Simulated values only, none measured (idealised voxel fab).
process module | voxel local oxidation
cross-section cut | 235 nm wide | cells 5 nm
A cross-section is a grid of square cells, given in bands from the top down. A band is one or more rows of cells.
Each band's line starts with the height of the band's top and of its bottom, in nm. Then come its materials from left to right, each with its width in nm. One material with "throughout" fills the band from edge to edge. "air" is empty space.
Height 0 is the level under which the wafer as received is all one material. The lowest band goes on downwards, as in "0 down".
A width such as "30 to 40" changes by the same amount from each row of cells to the next, from the band's top row to its bottom row.
"no change" after a step means that no cell of the cross-section changed.
closed voids: empty space of 8 cells or more with no open way to the top, each as width x height at its distance from the left edge, in nm
after a step's settings: what the simulator itself notes on the step
overlay nm, on a step with a mask: how far to the right of its planned place the mask lay; to the left if negative
plan
1 op RECEIVE | material Si
2 op OXIDIZE | depth nm 5
3 op CONFORMAL_DEP | material SiN | thk nm 15
4 op MASKED_ETCH | tone cover | mask id ACTIVE | width nm 110 | etch materials SiN | depth nm 15 | overlay nm 0
5 op SELECTIVE_ETCH | etch materials SiO2 | depth nm 5
6 op OXIDIZE | depth nm 10
7 op STRIP | etch materials SiN
as received, after step 1
  0 down: Si throughout
  closed voids: none
first wafer at the end, as planned
  0 to -5: air 65 | SiO2 100 | air 70
  -5 to -15: SiO2 75 | Si 80 | SiO2 80
  -15 down: Si throughout
  closed voids: none
second wafer at the end: like start, like plan, one mistake
  -5 to -15: air 75 | Si 80 | air 80
  -15 down: Si throughout
  closed voids: none
what went wrong: step 7 ran as: op STRIP | etch materials SiO2
at the end the second wafer has, in cells: 82 fewer of SiO2
